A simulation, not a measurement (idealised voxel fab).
Process module under the name voxel tone inversion
For reference, the cross-section in this document is cut, with width 140 nm and square cells of 5 nm.
A cross-section is written here as square cells arranged in a grid, and it is given in bands from the top down, each band taking up one or more rows of cells. Read a band's entry like this: the first values are the height of its top and the height of its bottom in nm, and what follows is the sequence of materials from left to right, each with its width in nm. Note that "blank" is empty space, and that a single material marked "throughout" reaches across the band from edge to edge. Below 0: as-received wafer, all one material; heights counted from there. Lowest band: no bottom, goes on down, written "0..down". Width spec "30 to 40" -> top row of cells at first value, bottom row at second value, equal per-row change in between. "nothing different" means the step left every cell of the cross-section as it was. "Closed void roster" - sealed voids, min. 8 cells, no opening to top; format: width x height at distance (distance from left edge; nm throughout). On each step's line, the part that comes after the settings is the simulator's own comment on the step. When a step includes a mask, the "overlay nm" setting on its line states how far to the right of its planned place that mask lay, and negative values state how far to the left.

THE STEPS PLANNED FOR THE PROCESS ARE AS FOLLOWS
- 1: RECEIVE | material Si
- 2: CONFORMAL_DEP | material SiCN | thk nm 5
- 3: DIRECTIONAL_DEP | material aC | thk nm 20
- 4: PATTERN | tone cover | mask id POSTS | material resist | width nm 25 | pitch nm 40 | thk nm 25 | overlay nm 0
- 5: DIRECTIONAL_ETCH | etch materials aC | depth nm 20
- 6: STRIP | etch materials resist
- 7: FILL_DEP | material lowk | thk nm 10
- 8: CMP | height nm 25
- 9: STRIP | etch materials aC

AS-RECEIVED WAFER CROSS-SECTION (AFTER STEP 1)
> 0..down  Si throughout
> Closed void roster: none

CROSS-SECTIONAL RESULT AFTER MODULE COMPLETION. NOTE: STARTING CONDITION AND PLAN ARE UNCHANGED FROM ABOVE; ONE PROCESSING MISTAKE WAS MADE
> 25..20  SiCN throughout
> 20..0  aC throughout
> 0..down  Si throughout
> Closed void roster: none
Want to know what went wrong? steps 2 and 3 got flipped, so each one ran where the other should have
